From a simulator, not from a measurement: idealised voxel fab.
Process module heading - voxel self aligned vias
FYI the section here is cut, 245 nm wide, cells are 5 nm squares.
Cross-section layout: square cells on a grid; listed as bands, top to bottom; a band spans one or more cell rows. Band entry format. Leading values: height of top, height of bottom, nm. Remainder: materials in left-to-right order, each with its width in nm. Special words: "all across" on a single material, which then fills the band edge to edge; "empty", empty space. Height reference: 0 = level under which incoming wafer is all one material. Lowest band: no bottom, runs on downward, e.g. "0 nm and below". You'd read "30..40" like this: the band's top row of cells is as wide as the first number, its bottom row is as wide as the second, and going down, every row changes width by the same amount as the row before did. When a step is marked "identical to before", none of the cells in the cross-section changed during that step. Any empty space of 8 cells or more lacking an open way to the top shows up in "Listed closed voids" as width x height at distance, distance from the left edge, in nm. Text after the settings on a step's line: the simulator's own remark on that step. overlay nm: right-of-plan distance of the mask on a masked step; negative values mean left-of-plan.
-- Steps planned for the process
1 op RECEIVE | material Si
2 op CONFORMAL_DEP | material SiO2 | thk nm 15
3 op CONFORMAL_DEP | material SiCN | thk nm 5
4 op DIRECTIONAL_DEP | material SiO2 | thk nm 25
5 op MASKED_ETCH | tone open | mask id LINES | width nm 30 | pitch nm 65 | etch materials SiO2 | depth nm 25 | overlay nm 0
6 op CONFORMAL_DEP | material TiN | thk nm 5
7 op FILL_DEP | material W | thk nm 10
8 op CMP | height nm 45
9 op SELECTIVE_ETCH | etch materials W Ru TiN | depth nm 5
10 op FILL_DEP | material SiN | thk nm 5
11 op CMP | height nm 45
12 op DIRECTIONAL_DEP | material SiO2 | thk nm 15
13 op MASKED_ETCH | tone open | mask id VIAS | width nm 50 | pitch nm 65 | etch materials SiO2 | depth nm 15 | overlay nm 0
14 op MASKED_ETCH | tone open | mask id VIAS | width nm 50 | pitch nm 65 | etch materials SiN | depth nm 5 | overlay nm 0
15 op CONFORMAL_DEP | material TiN | thk nm 5
16 op FILL_DEP | material W | thk nm 5
17 op CMP | height nm 60
18 op CONFORMAL_DEP | material SiCN | thk nm 5
-- Received-state cross-section, reflecting completion of step 1
* 0 nm and below | Si all across
* Listed closed voids: none
-- Figure: cross-sectional view of the wafer upon completion of the module, processed from the initial state and according to the plan depicted above, with one error introduced during execution
* 65 nm to 60 nm | SiCN all across
* 60 nm to 50 nm | SiO2 30, TiN 5, W 40, TiN 5, SiO2 15, TiN 5, W 40, TiN 5, SiO2 15, TiN 5, W 40, TiN 5, SiO2 35
* 50 nm to 45 nm | SiO2 30, TiN 50, SiO2 15, TiN 50, SiO2 15, TiN 50, SiO2 35
* 45 nm to 40 nm | SiCN all across
* 40 nm to 0 nm | SiO2 all across
* 0 nm and below | Si all across
* Listed closed voids: none
The plan and the run diverged here: so 3 and 4 got swapped relative to the plan, each ran where the other was supposed to
